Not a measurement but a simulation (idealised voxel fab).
Process module under the name voxel air gaps
FYI the section here is cut, 300 nm wide, cells are 5 nm squares.
Cross-section, as written here: a square-cell grid given band by band from the top down, where a band holds one or more rows of cells. A band entry consists of two parts. The first gives the height of the band's top and the height of its bottom, in nm. The rest lists the band's materials from left to right, each with its width in nm. A single material labelled with the word "full width" fills the band from edge to edge, and the word "air" marks empty space. Zero point of the height axis is 0; under it, received wafer = one material. Lowest band: continues down indefinitely, "0 down". A two-number width, for instance "30..40", indicates that the width is equal to the first number in the top row of the band and to the second number in the bottom row, and that it changes by a constant amount per row of cells. What does "nothing changed" mean for a step? It means no cell of the cross-section changed in that step. For the entry "Voids lacking openings", the listed items are empty spaces with no open way to the top whose size is 8 cells or more; each item follows the pattern width x height at distance, where distance is from the left edge and all three are in nm. Formally, on a step line, whatever follows the settings is a remark that the simulator itself makes on the step. Regarding "overlay nm": on a step with a mask, it is the distance the mask lay to the right of its planned place; a negative value places it to the left.

Planned process steps
1. RECEIVE | material Si
2. CONFORMAL_DEP | material SiO2 | thk nm 10
3. CONFORMAL_DEP | material SiN | thk nm 5
4. DIRECTIONAL_DEP | material lowk | thk nm 40
5. MASKED_ETCH | tone open | mask id LINES | width nm 15 | pitch nm 45 | etch materials lowk | depth nm 40 | overlay nm 0
6. CONFORMAL_DEP | material TiN | thk nm 5
7. FILL_DEP | material Ru | thk nm 10
8. CMP | height nm 55
9. EPI | material Ru | thk nm 10
10. SELECTIVE_ETCH | etch materials lowk | depth nm 50
11. CONFORMAL_DEP | material SiN | thk nm 5

Shown in cross-section is the wafer as received, that is, as it stands after step 1
  0 down | Si full width
  Voids lacking openings: none

First of two wafers, end-of-module section, run followed plan
  70 to 65 | air 80 / SiN 135 / air 85
  65 to 55 | air 80 / SiN 5 / Ru 35 / SiN 10 / Ru 35 / SiN 10 / Ru 35 / SiN 5 / air 85
  55 to 50 | air 80 / SiN 15 / TiN 5 / Ru 5 / TiN 5 / SiN 30 / TiN 5 / Ru 5 / TiN 5 / SiN 30 / TiN 5 / Ru 5 / TiN 5 / SiN 15 / air 85
  50 to 20 | air 90 / SiN 5 / TiN 5 / Ru 5 / TiN 5 / SiN 5 / air 20 / SiN 5 / TiN 5 / Ru 5 / TiN 5 / SiN 5 / air 20 / SiN 5 / TiN 5 / Ru 5 / TiN 5 / SiN 5 / air 95
  20 to 15 | SiN 95 / TiN 15 / SiN 30 / TiN 15 / SiN 30 / TiN 15 / SiN 100
  15 to 10 | SiN full width
  10 to 0 | SiO2 full width
  0 down | Si full width
  Voids lacking openings: 20 x 30 at 115; 20 x 30 at 160

Second of two wafers, module complete, sectioned: it shares the first wafer's start and plan but was run with one mistake
  70 to 65 | air 75 / SiN 135 / air 90
  65 to 55 | air 75 / SiN 5 / Ru 35 / SiN 10 / Ru 35 / SiN 10 / Ru 35 / SiN 5 / air 90
  55 to 50 | air 75 / SiN 15 / TiN 5 / Ru 5 / TiN 5 / SiN 30 / TiN 5 / Ru 5 / TiN 5 / SiN 30 / TiN 5 / Ru 5 / TiN 5 / SiN 15 / air 90
  50 to 20 | air 85 / SiN 5 / TiN 5 / Ru 5 / TiN 5 / SiN 5 / air 20 / SiN 5 / TiN 5 / Ru 5 / TiN 5 / SiN 5 / air 20 / SiN 5 / TiN 5 / Ru 5 / TiN 5 / SiN 5 / air 100
  20 to 15 | SiN 90 / TiN 15 / SiN 30 / TiN 15 / SiN 30 / TiN 15 / SiN 105
  15 to 10 | SiN full width
  10 to 0 | SiO2 full width
  0 down | Si full width
  Voids lacking openings: 20 x 30 at 110; 20 x 30 at 155
What was the processing mistake? contrary to plan, step 5 was performed as MASKED_ETCH | tone open | mask id LINES | width nm 15 | pitch nm 45 | etch materials lowk | depth nm 40 | overlay nm -5
The concluding comparison shows that, measured in cells, each material is equally abundant on both wafers, albeit at different positions.
